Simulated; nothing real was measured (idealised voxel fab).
The document below concerns the process module designated voxel released beams.
The width of the displayed cross-section, cut, is 160 nm; its cells are square, with a size of 5 nm.
Reading order for cross-sections: top band down to bottom band. Underlying form: a grid of square cells. Band size: one or more rows of cells.
The band entry comprises the height of the band's top followed by the height of its bottom, expressed in nm, and subsequently the band's materials from left to right, each stated together with its width in nm. Where a single material is marked with the word "edge to edge", that material fills the band from edge to edge. The word "empty" represents empty space.
The level at which height equals 0 is the one under which the wafer, as it arrives, is entirely one material. No lower edge exists for the bottom band, which continues downward and is notated as in "0 and below".
So if you see something like "30..40" for the width, read it as the top row of the band sitting at the first number and the bottom row at the second, with every row in between moving by the same amount as the last.
Where the words "changes: none" appear for a step, the cross-section shows no cell changed by that step; every cell remained as before.
Reported under the label "Sealed internal cavities" are the empty spaces having no open way to the top and comprising 8 cells or more; the notation for each is width x height at distance, in which the distance is measured from the left edge and all three values are in nm.
If you see something after the settings on a step's line, that's the simulator's own remark about that step.
What "overlay nm" on a step's line means: if the step has a mask, that mask lay this far to the right of its planned place, or, when the value is negative, to the left.
List of planned process steps
1) RECEIVE with material Si
2) CONFORMAL_DEP with material Al2O3, thk nm 5
3) DIRECTIONAL_DEP with material SiO2, thk nm 20
4) DIRECTIONAL_DEP with material aC, thk nm 10
5) PATTERN with tone open, mask id ANCHOR, material resist, width nm 25, thk nm 25, overlay nm 0
6) DIRECTIONAL_ETCH with etch materials aC, depth nm 10
7) STRIP with etch materials resist
8) DIRECTIONAL_ETCH with etch materials SiO2, depth nm 20
9) STRIP with etch materials aC
10) CONFORMAL_DEP with material polySi, thk nm 10
11) PATTERN with tone cover, mask id BEAM, material resist, width nm 90, thk nm 15, overlay nm 0
12) DIRECTIONAL_ETCH with etch materials polySi, depth nm 10
13) STRIP with etch materials resist
14) STRIP with etch materials SiO2
Wafer at receipt (post step 1), cross-section
* 0 and below | Si edge to edge
* Sealed internal cavities: none
Run as planned - first of the two wafers cross-sectioned at the end of the module
* 35 down to 25 | empty=30 | polySi=15 | empty=5 | polySi=70 | empty=40
* 25 down to 15 | empty=35 | polySi=10 | empty=5 | polySi=10 | empty=100
* 15 down to 5 | empty=35 | polySi=25 | empty=100
* 5 down to 0 | Al2O3 edge to edge
* 0 and below | Si edge to edge
* Sealed internal cavities: none
Second wafer cross-section at end of module - shared start and plan with the first, one mistake in the run
* 30 down to 20 | empty=30 | polySi=15 | empty=5 | polySi=70 | empty=40
* 20 down to 10 | empty=35 | polySi=10 | empty=5 | polySi=10 | empty=100
* 10 down to 0 | empty=35 | polySi=25 | empty=100
* 0 and below | Si edge to edge
* Sealed internal cavities: none
Diagnosis: no execution of plan step 2; skipped
Per the end-of-run cell counts, the second wafer holds more or fewer of some materials than the first: 32 fewer of Al2O3
